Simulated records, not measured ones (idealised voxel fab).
The following is a process module called voxel tone inversion.
Pictured: cross-section cut, 250 nm wide, on a grid of 5 nm square cells.
How to read a cross-section here: the picture is a grid of square cells, written as bands going from the top down, and any band can span one or more rows of cells. What a band's entry tells you: where the top is and where the bottom is, as heights in nm, and after that what lies inside, material by material from left to right, each with its width in nm. Empty space is written as the word "empty", and a single material marked with the word "full width" occupies the band from edge to edge. Heights from 0 (as-received wafer is one material below). Bottom band endless downward, as "from 0 down". Quick explanation for "30..40": the width changes in equal steps down the rows of cells, from the first number in the band's top row to the second number in its bottom row. Where the words "no alteration" appear for a step, the cross-section shows no cell changed by that step; every cell remained as before. Closed-off voids of 8+ cells (no open route to the top) go in "Voids, sealed", written width x height at distance from the left edge, in nm. That trailing text on a step's line, after the settings, is the simulator's own remark on the step. If you see "overlay nm" on a step's line and that step has a mask, it's telling you how far right of where it was planned the mask ended up; a negative number means it went left instead.
## Set out below are the planned steps of the process
1. RECEIVE (material Si)
2. CONFORMAL_DEP (material SiN; thk nm 5)
3. DIRECTIONAL_DEP (material polySi; thk nm 15)
4. PATTERN (tone cover; mask id POSTS; material resist; width nm 15; pitch nm 45; thk nm 20; overlay nm 0)
5. DIRECTIONAL_ETCH (etch materials polySi; depth nm 15)
6. STRIP (etch materials resist)
7. FILL_DEP (material SiO2; thk nm 5)
8. CMP (height nm 20)
9. STRIP (etch materials polySi)
10. CONFORMAL_DEP (material TiN; thk nm 5)
11. FILL_DEP (material Ru; thk nm 10)
12. CMP (height nm 20)
13. CONFORMAL_DEP (material SiN; thk nm 5)
## Wafer as received: cross-section following step 1
	from 0 down = Si full width
	Voids, sealed: none
## Post-module cross-section of the first of two wafers (run per plan)
	from 25 to 20 = SiN full width
	from 20 to 10 = SiO2: 50; TiN: 5; Ru: 5; TiN: 5; SiO2: 30; TiN: 5; Ru: 5; TiN: 5; SiO2: 30; TiN: 5; Ru: 5; TiN: 5; SiO2: 30; TiN: 5; Ru: 5; TiN: 5; SiO2: 50
	from 10 to 5 = SiO2: 50; TiN: 15; SiO2: 30; TiN: 15; SiO2: 30; TiN: 15; SiO2: 30; TiN: 15; SiO2: 50
	from 5 to 0 = SiN full width
	from 0 down = Si full width
	Voids, sealed: none
## Wafer two cross-section, module end. Start and plan unchanged from wafer one; one mistake made during the run
	from 25 to 20 = SiN full width
	from 20 to 15 = TiN: 55; Ru: 5; TiN: 40; Ru: 5; TiN: 40; Ru: 5; TiN: 40; Ru: 5; TiN: 55
	from 15 to 10 = SiO2: 50; TiN: 5; Ru: 5; TiN: 5; SiO2: 30; TiN: 5; Ru: 5; TiN: 5; SiO2: 30; TiN: 5; Ru: 5; TiN: 5; SiO2: 30; TiN: 5; Ru: 5; TiN: 5; SiO2: 50
	from 10 to 5 = SiO2: 50; TiN: 15; SiO2: 30; TiN: 15; SiO2: 30; TiN: 15; SiO2: 30; TiN: 15; SiO2: 50
	from 5 to 0 = SiN full width
	from 0 down = Si full width
	Voids, sealed: none
The plan and the run diverged here: for step 8, the planned setting was not used; the step was instead run as CMP (height nm 15)
Upon completion, the second wafer contains, in terms of cells, a greater or smaller amount of certain materials than the first wafer: SiO2: 38 fewer; TiN: 38 more
